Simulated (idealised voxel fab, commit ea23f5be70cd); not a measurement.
Process module, titled voxel gate over fins
Cross-section cut spans 210 nm and uses square cells 5 nm in size.
Cross-section spec: square-cell grid; bands listed top down; each band is one or more rows.
It is stipulated that each band's entry specify, in nanometres, the height of the top of the band and then that of its bottom, followed by the materials of the band in left-to-right sequence, each together with its width in nanometres. A single material marked by the word "throughout" is understood to fill the band from edge to edge; the word "air" is understood to denote empty space.
Below 0: as-received wafer, all one material; heights counted from there. Lowest band: no bottom, goes on down, written "0 -> down".
Width "30->40": first value at the band's top row of cells, second value at its bottom row, equal change from row to row.
Take "nothing got changed" at face value: in the step it is given for, the cross-section changed in none of its cells.
"Sealed cavities": sealed empty spaces, 8 cells or more, no open way to top, listed width x height at distance, with distance from the left edge and width, height and distance in nm.
What comes after the settings on a step's line is commentary from the simulator itself on that step.
overlay nm: where the mask lay relative to plan, measured to the right, on steps with a mask; negatives go left.

So here's the lineup of process steps we planned
| 1 | op RECEIVE | material Si |
| 2 | op CONFORMAL_DEP | material SiN | thk nm 10 |
| 3 | op MASKED_ETCH | tone cover | mask id FINS | width nm 15 | pitch nm 35 | etch materials SiN | depth nm 10 | overlay nm 0 |
| 4 | op MASKED_ETCH | tone cover | mask id FINS | width nm 15 | pitch nm 35 | etch materials Si | depth nm 40 | overlay nm -15 |
| 5 | op OXIDIZE | depth nm 5 |
| 6 | op FILL_DEP | material SiO2 | thk nm 10 |
| 7 | op CMP | height nm 10 |
| 8 | op SELECTIVE_ETCH | etch materials SiO2 | depth nm 20 |
| 9 | op STRIP | etch materials SiN |
| 10 | op CONFORMAL_DEP | material HfO2 | thk nm 5 |
| 11 | op CONFORMAL_DEP | material TiN | thk nm 5 |
| 12 | op FILL_DEP | material W | thk nm 10 |
| 13 | op CMP | height nm 15 |
| 14 | op CONFORMAL_DEP | material SiCN | thk nm 10 |
The overlay nm used in step 4 is not the same on every wafer, whereas the starting condition is; the value printed in the plan is the first wafer's.

Cross-section: the first of several wafers in its as-received state, i.e. following step 1
0 -> down = Si throughout
Sealed cavities: none

First of several wafers: cross-section at the end of the module, after step 14, its last step
25 -> 15 = SiCN throughout
15 -> 10 = W throughout
10 -> 5 = W 75 nm, TiN 25 nm, W 10 nm, TiN 25 nm, W 75 nm
5 -> 0 = W 60 nm, TiN 20 nm, HfO2 15 nm, TiN 20 nm, HfO2 15 nm, TiN 5 nm, W 75 nm
0 -> -5 = TiN 65 nm, HfO2 20 nm, Si 5 nm, HfO2 5 nm, TiN 5 nm, HfO2 20 nm, Si 5 nm, HfO2 5 nm, TiN 80 nm
-5 -> -10 = HfO2 70 nm, Si 20 nm, HfO2 15 nm, Si 20 nm, HfO2 85 nm
-10 -> -45 = SiO2 70 nm, Si 20 nm, SiO2 15 nm, Si 20 nm, SiO2 85 nm
-45 -> down = Si throughout
Sealed cavities: none

Last wafer of the set, cross-sectioned at end of module
25 -> 15 = SiCN throughout
15 -> 10 = W throughout
10 -> 5 = W 75 nm, TiN 25 nm, W 10 nm, TiN 25 nm, W 75 nm
5 -> 0 = W 75 nm, TiN 5 nm, HfO2 15 nm, TiN 20 nm, HfO2 15 nm, TiN 20 nm, W 60 nm
0 -> -5 = TiN 80 nm, HfO2 5 nm, Si 5 nm, HfO2 20 nm, TiN 5 nm, HfO2 5 nm, Si 5 nm, HfO2 20 nm, TiN 65 nm
-5 -> -10 = HfO2 85 nm, Si 20 nm, HfO2 15 nm, Si 20 nm, HfO2 70 nm
-10 -> -45 = SiO2 85 nm, Si 20 nm, SiO2 15 nm, Si 20 nm, SiO2 70 nm
-45 -> down = Si throughout
Sealed cavities: none

Basically each wafer gets a line in the table, showing it at the end of the module: material by material, the cells it gained (+) or lost (-) since we got it, then its closed voids
overlay nm -15 | +50 HfO2 | -312 Si | +84 SiCN | +238 SiO2 | +49 TiN | +101 W | Sealed cavities: none
overlay nm -10 | +50 HfO2 | -328 Si | +84 SiCN | +252 SiO2 | +50 TiN | +102 W | Sealed cavities: none
overlay nm -5 | +50 HfO2 | -344 Si | +84 SiCN | +266 SiO2 | +50 TiN | +104 W | Sealed cavities: none
overlay nm 0 | +50 HfO2 | -360 Si | +84 SiCN | +280 SiO2 | +50 TiN | +106 W | Sealed cavities: none
overlay nm 5 | +50 HfO2 | -344 Si | +84 SiCN | +266 SiO2 | +50 TiN | +104 W | Sealed cavities: none
overlay nm 10 | +50 HfO2 | -328 Si | +84 SiCN | +252 SiO2 | +50 TiN | +102 W | Sealed cavities: none
overlay nm 15 | +50 HfO2 | -312 Si | +84 SiCN | +238 SiO2 | +49 TiN | +101 W | Sealed cavities: none
